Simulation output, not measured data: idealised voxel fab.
A process module follows: voxel air gaps.
It is cross-section cut that appears here, measuring 245 nm in width, its square cells being 5 nm in size.
Just so we're on the same page, the cross-sections are grids of square cells, and they're listed out in bands top to bottom, each band one or more rows deep. Band: top height; bottom height; in nm. Then, left to right: material with width in nm, for each material. "throughout": a single material spanning edge to edge. "air": empty space. Height datum 0, below which the as-received substrate wafer is one material. Lowest band open at the bottom, running downward: "0 -> down". Per-row width for "30 to 40": begins at first number (top row of band), ends at second number (bottom row), increment between rows held constant. Basically "remained unchanged" means that step didn't change any cell in the cross-section. You'll see "Closed void list" listing empty spaces that have no way open to the top, as long as they're 8 cells or more; the notation is width x height at distance, where the distance is from the left edge, and all of it is in nm. That trailing text on a step's line, after the settings, is the simulator's own remark on the step. If you see "overlay nm" on a step's line and that step has a mask, it's telling you how far right of where it was planned the mask ended up; a negative number means it went left instead.
Below is the list of planned process steps
- 1: RECEIVE [material Si]
- 2: CONFORMAL_DEP [material SiO2] [thk nm 10]
- 3: CONFORMAL_DEP [material SiN] [thk nm 5]
- 4: DIRECTIONAL_DEP [material lowk] [thk nm 35]
- 5: DIRECTIONAL_DEP [material aC] [thk nm 10]
- 6: PATTERN [tone open] [mask id LINES] [material resist] [width nm 20] [pitch nm 50] [thk nm 25] [overlay nm 0]
- 7: DIRECTIONAL_ETCH [etch materials aC] [depth nm 10]
- 8: STRIP [etch materials resist]
- 9: DIRECTIONAL_ETCH [etch materials lowk] [depth nm 35]
- 10: STRIP [etch materials aC]
- 11: CONFORMAL_DEP [material TiN] [thk nm 5]
- 12: FILL_DEP [material Ru] [thk nm 5]
- 13: CMP [height nm 50]
- 14: EPI [material Ru] [thk nm 10]
- 15: SELECTIVE_ETCH [etch materials lowk] [depth nm 45]
- 16: CONFORMAL_DEP [material SiCN] [thk nm 5]
Incoming wafer, cross-sectional view, post step 1
	0 -> down  Si throughout
	Closed void list: none
Sectioned view, first of two wafers, at the close of the module, processed as intended in the plan
	65 -> 60  45 of air, 150 of SiCN, 50 of air
	60 -> 50  45 of air, 5 of SiCN, 40 of Ru, 10 of SiCN, 40 of Ru, 10 of SiCN, 40 of Ru, 5 of SiCN, 50 of air
	50 -> 45  45 of air, 15 of SiCN, 5 of TiN, 10 of Ru, 5 of TiN, 30 of SiCN, 5 of TiN, 10 of Ru, 5 of TiN, 30 of SiCN, 5 of TiN, 10 of Ru, 5 of TiN, 15 of SiCN, 50 of air
	45 -> 20  55 of air, 5 of SiCN, 5 of TiN, 10 of Ru, 5 of TiN, 5 of SiCN, 20 of air, 5 of SiCN, 5 of TiN, 10 of Ru, 5 of TiN, 5 of SiCN, 20 of air, 5 of SiCN, 5 of TiN, 10 of Ru, 5 of TiN, 5 of SiCN, 60 of air
	20 -> 15  60 of SiCN, 20 of TiN, 30 of SiCN, 20 of TiN, 30 of SiCN, 20 of TiN, 65 of SiCN
	15 -> 10  SiN throughout
	10 -> 0  SiO2 throughout
	0 -> down  Si throughout
	Closed void list: 20 x 25 at 85; 20 x 25 at 135
What the second wafer looks like in cross-section once the module is done. Its start and its plan matched the first wafer's exactly; what differed was one mistake in how it was run
	65 -> 60  50 of air, 150 of SiCN, 45 of air
	60 -> 50  50 of air, 5 of SiCN, 40 of Ru, 10 of SiCN, 40 of Ru, 10 of SiCN, 40 of Ru, 5 of SiCN, 45 of air
	50 -> 45  50 of air, 15 of SiCN, 5 of TiN, 10 of Ru, 5 of TiN, 30 of SiCN, 5 of TiN, 10 of Ru, 5 of TiN, 30 of SiCN, 5 of TiN, 10 of Ru, 5 of TiN, 15 of SiCN, 45 of air
	45 -> 20  60 of air, 5 of SiCN, 5 of TiN, 10 of Ru, 5 of TiN, 5 of SiCN, 20 of air, 5 of SiCN, 5 of TiN, 10 of Ru, 5 of TiN, 5 of SiCN, 20 of air, 5 of SiCN, 5 of TiN, 10 of Ru, 5 of TiN, 5 of SiCN, 55 of air
	20 -> 15  65 of SiCN, 20 of TiN, 30 of SiCN, 20 of TiN, 30 of SiCN, 20 of TiN, 60 of SiCN
	15 -> 10  SiN throughout
	10 -> 0  SiO2 throughout
	0 -> down  Si throughout
	Closed void list: 20 x 25 at 90; 20 x 25 at 140
Misprocessing identified: step 6 was run on a setting that differed from the plan, and what really ran there is PATTERN [tone open] [mask id LINES] [material resist] [width nm 20] [pitch nm 50] [thk nm 25] [overlay nm 5]
Both wafers, final: cells per material equal; arrangement not.
